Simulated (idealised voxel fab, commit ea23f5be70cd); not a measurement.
Process module under the name voxel transistor to metal
Pictured: cross-section cut, 150 nm wide, on a grid of 5 nm square cells.
Format of a cross-section: grid, square cells. Given as bands. Order: top down. Band: one or more rows of cells. Per band: top height and bottom height in nm, followed by the left-to-right materials and their widths in nm; "throughout" marks a single material spanning edge to edge, "air" marks empty space. Convention: height 0 is the level below which the wafer, as received, is all one material. The lowest band does not terminate at the bottom but continues downward, represented as "0 and below". A two-number width, for instance "30..40", indicates that the width is equal to the first number in the top row of the band and to the second number in the bottom row, and that it changes by a constant amount per row of cells. What does "no alterations made" mean for a step? It means no cell of the cross-section changed in that step. Basically, "Closed internal voids" tells you about the enclosed voids: empty spaces with no open way to the top, 8 cells or bigger, each written width x height at distance, where distance is from the left edge, all in nm. after a step's settings: what the simulator itself notes on the step. You can add "overlay nm" to a step's line. For a step with a mask, it describes how far the mask lay to the right of its planned position, and a negative number describes a lay to the left.
Listed below are the process steps as planned:
1) RECEIVE with material Si
2) OXIDIZE with depth nm 5
3) CONFORMAL_DEP with material SiN, thk nm 10
4) PATTERN with tone cover, mask id ACTIVE, material resist, width nm 95, thk nm 20, overlay nm 0
5) DIRECTIONAL_ETCH with etch materials SiN, depth nm 10
6) DIRECTIONAL_ETCH with etch materials SiO2, depth nm 5
7) DIRECTIONAL_ETCH with etch materials Si, depth nm 35
8) STRIP with etch materials resist
9) FILL_DEP with material SiO2, thk nm 5
10) CMP with height nm 10
11) SELECTIVE_ETCH with etch materials SiO2, depth nm 10
12) STRIP with etch materials SiN
13) SELECTIVE_ETCH with etch materials SiO2, depth nm 5
14) OXIDIZE with depth nm 5
15) DIRECTIONAL_DEP with material polySi, thk nm 30
16) DIRECTIONAL_DEP with material SiCN, thk nm 10
17) MASKED_ETCH with tone cover, mask id GATE, width nm 25, etch materials SiCN, depth nm 20, overlay nm 0
18) MASKED_ETCH with tone cover, mask id GATE, width nm 15, etch materials polySi, depth nm 40, overlay nm 0
19) CONFORMAL_DEP with material SiO2, thk nm 5
20) DIRECTIONAL_ETCH with etch materials SiO2, depth nm 5
21) CONFORMAL_DEP with material SiN, thk nm 5
22) DIRECTIONAL_ETCH with etch materials SiN, depth nm 5
23) DIRECTIONAL_ETCH with etch materials SiO2, depth nm 5
24) DIRECTIONAL_ETCH with etch materials Si, depth nm 5
25) EPI with material SiGe, thk nm 10
26) FILL_DEP with material SiO2, thk nm 10
27) CMP with height nm 25
28) STRIP with etch materials polySi
29) SELECTIVE_ETCH with etch materials SiO2, depth nm 5
30) CONFORMAL_DEP with material HfO2, thk nm 5
31) CONFORMAL_DEP with material TiN, thk nm 5
32) FILL_DEP with material W, thk nm 10
33) CMP with height nm 20
34) DIRECTIONAL_DEP with material SiO2, thk nm 15
35) MASKED_ETCH with tone open, mask id CONTACT, width nm 15, pitch nm 70, etch materials SiO2, depth nm 40, overlay nm 0
36) CONFORMAL_DEP with material TiN, thk nm 5
37) FILL_DEP with material Ru, thk nm 10
38) CMP with height nm 35
39) CONFORMAL_DEP with material SiCN, thk nm 5
40) DIRECTIONAL_DEP with material SiO2, thk nm 20
41) PATTERN with tone open, mask id METAL_1, material resist, width nm 15, pitch nm 70, thk nm 15, overlay nm 0
42) DIRECTIONAL_ETCH with etch materials SiO2, depth nm 20
43) DIRECTIONAL_ETCH with etch materials SiCN, depth nm 5
44) STRIP with etch materials resist
45) CONFORMAL_DEP with material TiN, thk nm 5
46) FILL_DEP with material Cu, thk nm 10
47) CMP with height nm 60
48) CONFORMAL_DEP with material SiN, thk nm 5
For clarity, it should be stated that the wafers under discussion commence in an identical condition and differ with respect to the width nm of step 18, the plan indicating the value that the first wafer had.
First of several wafers, received after step 1, in cross-section:
	0 and below | Si throughout
	Closed internal voids: none
Basically each wafer gets a line in the table, showing it at the end of the module: material by material, the cells it gained (+) or lost (-) since we got it, then its closed voids:
width nm 15 | +8 Cu | +17 HfO2 | +12 Ru | -136 Si | +24 SiCN | +26 SiGe | +40 SiN | +318 SiO2 | +69 TiN | +12 W | Closed internal voids: none
width nm 20 | +8 Cu | +17 HfO2 | +12 Ru | -136 Si | +24 SiCN | +26 SiGe | +40 SiN | +318 SiO2 | +69 TiN | +12 W | Closed internal voids: none
width nm 25 | +8 Cu | +17 HfO2 | +12 Ru | -136 Si | +24 SiCN | +26 SiGe | +40 SiN | +318 SiO2 | +69 TiN | +12 W | Closed internal voids: none
width nm 30 | +8 Cu | +18 HfO2 | +12 Ru | -135 Si | +24 SiCN | +24 SiGe | +40 SiN | +314 SiO2 | +69 TiN | +16 W | Closed internal voids: none
width nm 35 | +8 Cu | +19 HfO2 | +12 Ru | -134 Si | +24 SiCN | +22 SiGe | +40 SiN | +310 SiO2 | +69 TiN | +20 W | Closed internal voids: none
